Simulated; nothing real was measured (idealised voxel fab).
The name of this process module is voxel capacitor over wiring.
In the cross-section labelled cut, the width is 180 nm and each square cell is 5 nm.
In this document a cross-section is written as a grid of square cells. It is given as a series of bands, listed from the top down, and a band is one or more rows of cells. It is stipulated that each band's entry specify, in nanometres, the height of the top of the band and then that of its bottom, followed by the materials of the band in left-to-right sequence, each together with its width in nanometres. A single material marked by the word "throughout" is understood to fill the band from edge to edge; the word "empty" is understood to denote empty space. The level at which height equals 0 is the one under which the wafer, as it arrives, is entirely one material. No lower edge exists for the bottom band, which continues downward and is notated as in "from 0 down". The width entry "30..40" should be interpreted row by row: the top row of cells in the band takes the first number, the bottom row takes the second number, and the change between adjacent rows is uniform throughout. Basically "nothing different" means that step didn't change any cell in the cross-section. So "Voids, sealed" is basically the list of trapped voids: any empty space of 8 cells or more that can't reach the top through an opening. They're written width x height at distance, the distance being from the left edge, and it's all nm. Past the settings on a step's line: simulator remark, on that step. "overlay nm" on a masked step: distance the mask lay right of its planned place, negative for left.
[Listed below are the process steps as planned]
1. RECEIVE, material Si
2. CONFORMAL_DEP, material SiO2, thk nm 10
3. CONFORMAL_DEP, material SiN, thk nm 5
4. DIRECTIONAL_DEP, material lowk, thk nm 15
5. DIRECTIONAL_DEP, material aC, thk nm 10
6. PATTERN, tone open, mask id METAL_1, material resist, width nm 20, pitch nm 80, thk nm 30, overlay nm 0
7. DIRECTIONAL_ETCH, etch materials aC, depth nm 10
8. STRIP, etch materials resist
9. DIRECTIONAL_ETCH, etch materials lowk, depth nm 15
10. DIRECTIONAL_ETCH, etch materials SiN, depth nm 5
11. STRIP, etch materials aC
12. CONFORMAL_DEP, material TiN, thk nm 5
13. FILL_DEP, material W, thk nm 10
14. CMP, height nm 30
15. EPI, material Ru, thk nm 5
16. FILL_DEP, material SiCN, thk nm 5
17. DIRECTIONAL_DEP, material lowk, thk nm 20
18. MASKED_ETCH, tone open, mask id PLUG_1, width nm 15, etch materials lowk, depth nm 20, overlay nm 0
19. MASKED_ETCH, tone open, mask id PLUG_1, width nm 15, etch materials SiCN, depth nm 5, overlay nm 0
20. CONFORMAL_DEP, material TiN, thk nm 5
21. FILL_DEP, material Cu, thk nm 10
22. CMP, height nm 60
23. DIRECTIONAL_DEP, material TiN, thk nm 10
24. DIRECTIONAL_DEP, material Al2O3, thk nm 5
25. DIRECTIONAL_DEP, material TiN, thk nm 10
26. DIRECTIONAL_DEP, material aC, thk nm 10
27. PATTERN, tone cover, mask id UPPER_PLATE, material resist, width nm 65, thk nm 30, overlay nm 0
28. DIRECTIONAL_ETCH, etch materials aC, depth nm 10
29. STRIP, etch materials resist
30. DIRECTIONAL_ETCH, etch materials TiN, depth nm 10
31. DIRECTIONAL_ETCH, etch materials Al2O3, depth nm 5
32. STRIP, etch materials aC
33. DIRECTIONAL_DEP, material aC, thk nm 15
34. PATTERN, tone cover, mask id LOWER_PLATE, material resist, width nm 75, thk nm 30, overlay nm 0
35. DIRECTIONAL_ETCH, etch materials aC, depth nm 15
36. STRIP, etch materials resist
37. DIRECTIONAL_ETCH, etch materials TiN, depth nm 10
38. STRIP, etch materials aC
39. FILL_DEP, material SiO2, thk nm 15
40. CMP, height nm 95
41. MASKED_ETCH, tone open, mask id PLUG_2, width nm 15, etch materials SiO2, depth nm 10, overlay nm 0
42. CONFORMAL_DEP, material TiN, thk nm 5
43. FILL_DEP, material W, thk nm 10
44. CMP, height nm 95
45. CONFORMAL_DEP, material SiCN, thk nm 5
[First of two wafers, with the run carried out as planned]
[Wafer cross-section on receipt, i.e. after step 1]
	from 0 down = Si throughout
	Voids, sealed: none
[Cross-section through the wafer, step 2 finished]
	from 10 to 0 = SiO2 throughout
	Under the height 0 nothing was changed.
[Cross-section through the wafer, step 3 finished]
	from 15 to 10 = SiN throughout
	Under the height 10 nothing was changed.
[Cross-section through the wafer, step 4 finished]
	from 30 to 15 = lowk throughout
	Under the height 15 nothing was changed.
[Cross-section through the wafer, step 5 finished]
	from 40 to 30 = aC throughout
	Under the height 30 nothing was changed.
[Cross-section through the wafer, step 6 finished]
	from 70 to 40 = resist=40 | empty=20 | resist=60 | empty=20 | resist=40
	Under the height 40 nothing was changed.
[Cross-section through the wafer, step 7 finished]
	from 60 to 40 = resist=40 | empty=20 | resist=60 | empty=20 | resist=40
	from 40 to 30 = aC=40 | empty=20 | aC=60 | empty=20 | aC=40
	Under the height 30 nothing was changed.
[Cross-section through the wafer, step 8 finished]
	from 40 to 30 = aC=40 | empty=20 | aC=60 | empty=20 | aC=40
	Under the height 30 nothing was changed.
[Cross-section through the wafer, step 9 finished]
	from 40 to 30 = aC=40 | empty=20 | aC=60 | empty=20 | aC=40
	from 30 to 15 = lowk=40 | empty=20 | lowk=60 | empty=20 | lowk=40
	Under the height 15 nothing was changed.
[Cross-section through the wafer, step 10 finished]
	from 40 to 30 = aC=40 | empty=20 | aC=60 | empty=20 | aC=40
	from 30 to 15 = lowk=40 | empty=20 | lowk=60 | empty=20 | lowk=40
	from 15 to 10 = SiN=40 | empty=20 | SiN=60 | empty=20 | SiN=40
	Under the height 10 nothing was changed.
[Cross-section through the wafer, step 11 finished]
	from 30 to 15 = lowk=40 | empty=20 | lowk=60 | empty=20 | lowk=40
	Under the height 15 nothing was changed.
[Cross-section through the wafer, step 12 finished]
	from 35 to 30 = TiN=45 | empty=10 | TiN=70 | empty=10 | TiN=45
	from 30 to 15 = lowk=40 | TiN=5 | empty=10 | TiN=5 | lowk=60 | TiN=5 | empty=10 | TiN=5 | lowk=40
	from 15 to 10 = SiN=40 | TiN=20 | SiN=60 | TiN=20 | SiN=40
	Under the height 10 nothing was changed.
[Cross-section through the wafer, step 13 finished]
	from 45 to 35 = W throughout
	from 35 to 30 = TiN=45 | W=10 | TiN=70 | W=10 | TiN=45
	from 30 to 15 = lowk=40 | TiN=5 | W=10 | TiN=5 | lowk=60 | TiN=5 | W=10 | TiN=5 | lowk=40
	Under the height 15 nothing was changed.
[Cross-section through the wafer, step 14 finished]
	from 30 to 15 = lowk=40 | TiN=5 | W=10 | TiN=5 | lowk=60 | TiN=5 | W=10 | TiN=5 | lowk=40
	Under the height 15 nothing was changed.
[Cross-section through the wafer, step 15 finished]
	from 35 to 30 = empty=35 | Ru=30 | empty=50 | Ru=30 | empty=35
	Under the height 30 nothing was changed.
[Cross-section through the wafer, step 16 finished]
	from 40 to 35 = SiCN throughout
	from 35 to 30 = SiCN=35 | Ru=30 | SiCN=50 | Ru=30 | SiCN=35
	Under the height 30 nothing was changed.
[Cross-section through the wafer, step 17 finished]
	from 60 to 40 = lowk throughout
	Under the height 40 nothing was changed.
[Cross-section through the wafer, step 18 finished]
	from 60 to 40 = lowk=45 | empty=15 | lowk=120
	Under the height 40 nothing was changed.
[Cross-section through the wafer, step 19 finished]
	from 60 to 40 = lowk=45 | empty=15 | lowk=120
	from 40 to 35 = SiCN=45 | empty=15 | SiCN=120
	Under the height 35 nothing was changed.
[Cross-section through the wafer, step 20 finished]
	from 65 to 60 = TiN=50 | empty=5 | TiN=125
	from 60 to 40 = lowk=45 | TiN=5 | empty=5 | TiN=5 | lowk=120
	from 40 to 35 = SiCN=45 | TiN=15 | SiCN=120
	Under the height 35 nothing was changed.
[Cross-section through the wafer, step 21 finished]
	from 75 to 65 = Cu throughout
	from 65 to 60 = TiN=50 | Cu=5 | TiN=125
	from 60 to 40 = lowk=45 | TiN=5 | Cu=5 | TiN=5 | lowk=120
	Under the height 40 nothing was changed.
[Cross-section through the wafer, step 22 finished]
	from 60 to 40 = lowk=45 | TiN=5 | Cu=5 | TiN=5 | lowk=120
	Under the height 40 nothing was changed.
[Cross-section through the wafer, step 23 finished]
	from 70 to 60 = TiN throughout
	Under the height 60 nothing was changed.
[Cross-section through the wafer, step 24 finished]
	from 75 to 70 = Al2O3 throughout
	Under the height 70 nothing was changed.
[Cross-section through the wafer, step 25 finished]
	from 85 to 75 = TiN throughout
	Under the height 75 nothing was changed.
[Cross-section through the wafer, step 26 finished]
	from 95 to 85 = aC throughout
	Under the height 85 nothing was changed.
[Cross-section through the wafer, step 27 finished]
	from 125 to 95 = empty=45 | resist=65 | empty=70
	Under the height 95 nothing was changed.
[Cross-section through the wafer, step 28 finished]
	from 115 to 95 = empty=45 | resist=65 | empty=70
	from 95 to 85 = empty=45 | aC=65 | empty=70
	Under the height 85 nothing was changed.
[Cross-section through the wafer, step 29 finished]
	from 95 to 85 = empty=45 | aC=65 | empty=70
	Under the height 85 nothing was changed.
[Cross-section through the wafer, step 30 finished]
	from 95 to 85 = empty=45 | aC=65 | empty=70
	from 85 to 75 = empty=45 | TiN=65 | empty=70
	Under the height 75 nothing was changed.
[Cross-section through the wafer, step 31 finished]
	from 95 to 85 = empty=45 | aC=65 | empty=70
	from 85 to 75 = empty=45 | TiN=65 | empty=70
	from 75 to 70 = empty=45 | Al2O3=65 | empty=70
	Under the height 70 nothing was changed.
[Cross-section through the wafer, step 32 finished]
	from 85 to 75 = empty=45 | TiN=65 | empty=70
	Under the height 75 nothing was changed.
[Cross-section through the wafer, step 33 finished]
	from 100 to 85 = empty=45 | aC=65 | empty=70
	from 85 to 75 = aC=45 | TiN=65 | aC=70
	from 75 to 70 = aC=45 | Al2O3=65 | aC=70
	Under the height 70 nothing was changed.
[Cross-section through the wafer, step 34 finished]
	from 130 to 100 = empty=40 | resist=75 | empty=65
	from 100 to 85 = empty=40 | resist=5 | aC=65 | resist=5 | empty=65
	Under the height 85 nothing was changed.
[Cross-section through the wafer, step 35 finished]
	from 115 to 100 = empty=40 | resist=75 | empty=65
	from 100 to 85 = empty=40 | resist=5 | aC=65 | resist=5 | empty=65
	from 85 to 75 = empty=40 | aC=5 | TiN=65 | aC=5 | empty=65
	from 75 to 70 = empty=40 | aC=5 | Al2O3=65 | aC=5 | empty=65
	Under the height 70 nothing was changed.
[Cross-section through the wafer, step 36 finished]
	from 100 to 85 = empty=45 | aC=65 | empty=70
	Under the height 85 nothing was changed.
[Cross-section through the wafer, step 37 finished]
	from 100 to 85 = empty=45 | aC=65 | empty=70
	from 85 to 75 = empty=40 | aC=5 | TiN=65 | aC=5 | empty=65
	from 75 to 70 = empty=40 | aC=5 | Al2O3=65 | aC=5 | empty=65
	from 70 to 60 = empty=40 | TiN=75 | empty=65
	Under the height 60 nothing was changed.
[Cross-section through the wafer, step 38 finished]
	from 85 to 75 = empty=45 | TiN=65 | empty=70
	from 75 to 70 = empty=45 | Al2O3=65 | empty=70
	Under the height 70 nothing was changed.
[Cross-section through the wafer, step 39 finished]
	from 100 to 85 = SiO2 throughout
	from 85 to 75 = SiO2=45 | TiN=65 | SiO2=70
	from 75 to 70 = SiO2=45 | Al2O3=65 | SiO2=70
	from 70 to 60 = SiO2=40 | TiN=75 | SiO2=65
	Under the height 60 nothing was changed.
[Cross-section through the wafer, step 40 finished]
	from 95 to 85 = SiO2 throughout
	Under the height 85 nothing was changed.
[Cross-section through the wafer, step 41 finished]
	from 95 to 85 = SiO2=55 | empty=15 | SiO2=110
	Under the height 85 nothing was changed.
[Cross-section through the wafer, step 42 finished]
	from 100 to 95 = TiN=60 | empty=5 | TiN=115
	from 95 to 90 = SiO2=55 | TiN=5 | empty=5 | TiN=5 | SiO2=110
	from 90 to 85 = SiO2=55 | TiN=15 | SiO2=110
	Under the height 85 nothing was changed.
[Cross-section through the wafer, step 43 finished]
	from 110 to 100 = W throughout
	from 100 to 95 = TiN=60 | W=5 | TiN=115
	from 95 to 90 = SiO2=55 | TiN=5 | W=5 | TiN=5 | SiO2=110
	Under the height 90 nothing was changed.
[Cross-section through the wafer, step 44 finished]
	from 95 to 90 = SiO2=55 | TiN=5 | W=5 | TiN=5 | SiO2=110
	Under the height 90 nothing was changed.
[Cross-section through the wafer, step 45 finished]
	from 100 to 95 = SiCN throughout
	Under the height 95 nothing was changed.
[The second wafer: identical to the first at the outset and in its planned sequence, differing only in that one mistake was made during processing; up to and including step 2, its path is the first wafer's path]
[Planned end of step 3: second wafer, cross-section]
	from 15 to 10 = Cu throughout
	Under the height 10 nothing was changed.
[Planned end of step 4: second wafer, cross-section]
	from 30 to 15 = lowk throughout
	Under the height 15 nothing was changed.
[Planned end of step 5: second wafer, cross-section]
	from 40 to 30 = aC throughout
	Under the height 30 nothing was changed.
[Planned end of step 6: second wafer, cross-section]
	from 70 to 40 = resist=40 | empty=20 | resist=60 | empty=20 | resist=40
	Under the height 40 nothing was changed.
[Planned end of step 7: second wafer, cross-section]
	from 60 to 40 = resist=40 | empty=20 | resist=60 | empty=20 | resist=40
	from 40 to 30 = aC=40 | empty=20 | aC=60 | empty=20 | aC=40
	Under the height 30 nothing was changed.
[Planned end of step 8: second wafer, cross-section]
	from 40 to 30 = aC=40 | empty=20 | aC=60 | empty=20 | aC=40
	Under the height 30 nothing was changed.
[Planned end of step 9: second wafer, cross-section]
	from 40 to 30 = aC=40 | empty=20 | aC=60 | empty=20 | aC=40
	from 30 to 15 = lowk=40 | empty=20 | lowk=60 | empty=20 | lowk=40
	Under the height 15 nothing was changed.
Planned end of step 10: second wafer, cross-section: nothing different
[Planned end of step 11: second wafer, cross-section]
	from 30 to 15 = lowk=40 | empty=20 | lowk=60 | empty=20 | lowk=40
	Under the height 15 nothing was changed.
[Planned end of step 12: second wafer, cross-section]
	from 35 to 30 = TiN=45 | empty=10 | TiN=70 | empty=10 | TiN=45
	from 30 to 20 = lowk=40 | TiN=5 | empty=10 | TiN=5 | lowk=60 | TiN=5 | empty=10 | TiN=5 | lowk=40
	from 20 to 15 = lowk=40 | TiN=20 | lowk=60 | TiN=20 | lowk=40
	Under the height 15 nothing was changed.
[Planned end of step 13: second wafer, cross-section]
	from 45 to 35 = W throughout
	from 35 to 30 = TiN=45 | W=10 | TiN=70 | W=10 | TiN=45
	from 30 to 20 = lowk=40 | TiN=5 | W=10 | TiN=5 | lowk=60 | TiN=5 | W=10 | TiN=5 | lowk=40
	Under the height 20 nothing was changed.
[Planned end of step 14: second wafer, cross-section]
	from 30 to 20 = lowk=40 | TiN=5 | W=10 | TiN=5 | lowk=60 | TiN=5 | W=10 | TiN=5 | lowk=40
	Under the height 20 nothing was changed.
[Planned end of step 15: second wafer, cross-section]
	from 35 to 30 = empty=35 | Ru=30 | empty=50 | Ru=30 | empty=35
	Under the height 30 nothing was changed.
[Planned end of step 16: second wafer, cross-section]
	from 40 to 35 = SiCN throughout
	from 35 to 30 = SiCN=35 | Ru=30 | SiCN=50 | Ru=30 | SiCN=35
	Under the height 30 nothing was changed.
[Planned end of step 17: second wafer, cross-section]
	from 60 to 40 = lowk throughout
	Under the height 40 nothing was changed.
[Planned end of step 18: second wafer, cross-section]
	from 60 to 40 = lowk=45 | empty=15 | lowk=120
	Under the height 40 nothing was changed.
[Planned end of step 19: second wafer, cross-section]
	from 60 to 40 = lowk=45 | empty=15 | lowk=120
	from 40 to 35 = SiCN=45 | empty=15 | SiCN=120
	Under the height 35 nothing was changed.
[Planned end of step 20: second wafer, cross-section]
	from 65 to 60 = TiN=50 | empty=5 | TiN=125
	from 60 to 40 = lowk=45 | TiN=5 | empty=5 | TiN=5 | lowk=120
	from 40 to 35 = SiCN=45 | TiN=15 | SiCN=120
	Under the height 35 nothing was changed.
[Planned end of step 21: second wafer, cross-section]
	from 75 to 65 = Cu throughout
	from 65 to 60 = TiN=50 | Cu=5 | TiN=125
	from 60 to 40 = lowk=45 | TiN=5 | Cu=5 | TiN=5 | lowk=120
	Under the height 40 nothing was changed.
[Planned end of step 22: second wafer, cross-section]
	from 60 to 40 = lowk=45 | TiN=5 | Cu=5 | TiN=5 | lowk=120
	Under the height 40 nothing was changed.
[Planned end of step 23: second wafer, cross-section]
	from 70 to 60 = TiN throughout
	Under the height 60 nothing was changed.
[Planned end of step 24: second wafer, cross-section]
	from 75 to 70 = Al2O3 throughout
	Under the height 70 nothing was changed.
[Planned end of step 25: second wafer, cross-section]
	from 85 to 75 = TiN throughout
	Under the height 75 nothing was changed.
[Planned end of step 26: second wafer, cross-section]
	from 95 to 85 = aC throughout
	Under the height 85 nothing was changed.
[Planned end of step 27: second wafer, cross-section]
	from 125 to 95 = empty=45 | resist=65 | empty=70
	Under the height 95 nothing was changed.
[Planned end of step 28: second wafer, cross-section]
	from 115 to 95 = empty=45 | resist=65 | empty=70
	from 95 to 85 = empty=45 | aC=65 | empty=70
	Under the height 85 nothing was changed.
[Planned end of step 29: second wafer, cross-section]
	from 95 to 85 = empty=45 | aC=65 | empty=70
	Under the height 85 nothing was changed.
[Planned end of step 30: second wafer, cross-section]
	from 95 to 85 = empty=45 | aC=65 | empty=70
	from 85 to 75 = empty=45 | TiN=65 | empty=70
	Under the height 75 nothing was changed.
[Planned end of step 31: second wafer, cross-section]
	from 95 to 85 = empty=45 | aC=65 | empty=70
	from 85 to 75 = empty=45 | TiN=65 | empty=70
	from 75 to 70 = empty=45 | Al2O3=65 | empty=70
	Under the height 70 nothing was changed.
[Planned end of step 32: second wafer, cross-section]
	from 85 to 75 = empty=45 | TiN=65 | empty=70
	Under the height 75 nothing was changed.
[Planned end of step 33: second wafer, cross-section]
	from 100 to 85 = empty=45 | aC=65 | empty=70
	from 85 to 75 = aC=45 | TiN=65 | aC=70
	from 75 to 70 = aC=45 | Al2O3=65 | aC=70
	Under the height 70 nothing was changed.
[Planned end of step 34: second wafer, cross-section]
	from 130 to 100 = empty=40 | resist=75 | empty=65
	from 100 to 85 = empty=40 | resist=5 | aC=65 | resist=5 | empty=65
	Under the height 85 nothing was changed.
[Planned end of step 35: second wafer, cross-section]
	from 115 to 100 = empty=40 | resist=75 | empty=65
	from 100 to 85 = empty=40 | resist=5 | aC=65 | resist=5 | empty=65
	from 85 to 75 = empty=40 | aC=5 | TiN=65 | aC=5 | empty=65
	from 75 to 70 = empty=40 | aC=5 | Al2O3=65 | aC=5 | empty=65
	Under the height 70 nothing was changed.
[Planned end of step 36: second wafer, cross-section]
	from 100 to 85 = empty=45 | aC=65 | empty=70
	Under the height 85 nothing was changed.
[Planned end of step 37: second wafer, cross-section]
	from 100 to 85 = empty=45 | aC=65 | empty=70
	from 85 to 75 = empty=40 | aC=5 | TiN=65 | aC=5 | empty=65
	from 75 to 70 = empty=40 | aC=5 | Al2O3=65 | aC=5 | empty=65
	from 70 to 60 = empty=40 | TiN=75 | empty=65
	Under the height 60 nothing was changed.
[Planned end of step 38: second wafer, cross-section]
	from 85 to 75 = empty=45 | TiN=65 | empty=70
	from 75 to 70 = empty=45 | Al2O3=65 | empty=70
	Under the height 70 nothing was changed.
[Planned end of step 39: second wafer, cross-section]
	from 100 to 85 = SiO2 throughout
	from 85 to 75 = SiO2=45 | TiN=65 | SiO2=70
	from 75 to 70 = SiO2=45 | Al2O3=65 | SiO2=70
	from 70 to 60 = SiO2=40 | TiN=75 | SiO2=65
	Under the height 60 nothing was changed.
[Planned end of step 40: second wafer, cross-section]
	from 95 to 85 = SiO2 throughout
	Under the height 85 nothing was changed.
[Planned end of step 41: second wafer, cross-section]
	from 95 to 85 = SiO2=55 | empty=15 | SiO2=110
	Under the height 85 nothing was changed.
[Planned end of step 42: second wafer, cross-section]
	from 100 to 95 = TiN=60 | empty=5 | TiN=115
	from 95 to 90 = SiO2=55 | TiN=5 | empty=5 | TiN=5 | SiO2=110
	from 90 to 85 = SiO2=55 | TiN=15 | SiO2=110
	Under the height 85 nothing was changed.
[Planned end of step 43: second wafer, cross-section]
	from 110 to 100 = W throughout
	from 100 to 95 = TiN=60 | W=5 | TiN=115
	from 95 to 90 = SiO2=55 | TiN=5 | W=5 | TiN=5 | SiO2=110
	Under the height 90 nothing was changed.
[Planned end of step 44: second wafer, cross-section]
	from 95 to 90 = SiO2=55 | TiN=5 | W=5 | TiN=5 | SiO2=110
	Under the height 90 nothing was changed.
[Planned end of step 45: second wafer, cross-section]
	from 100 to 95 = SiCN throughout
	Under the height 95 nothing was changed.
Run error: step 3 ran differently from the plan; actual operation with settings: CONFORMAL_DEP, material Cu, thk nm 5
Wafer comparison, final, in cells, second relative to first, materials more or fewer: Cu +36 | SiN -28 | TiN -4 | W -4
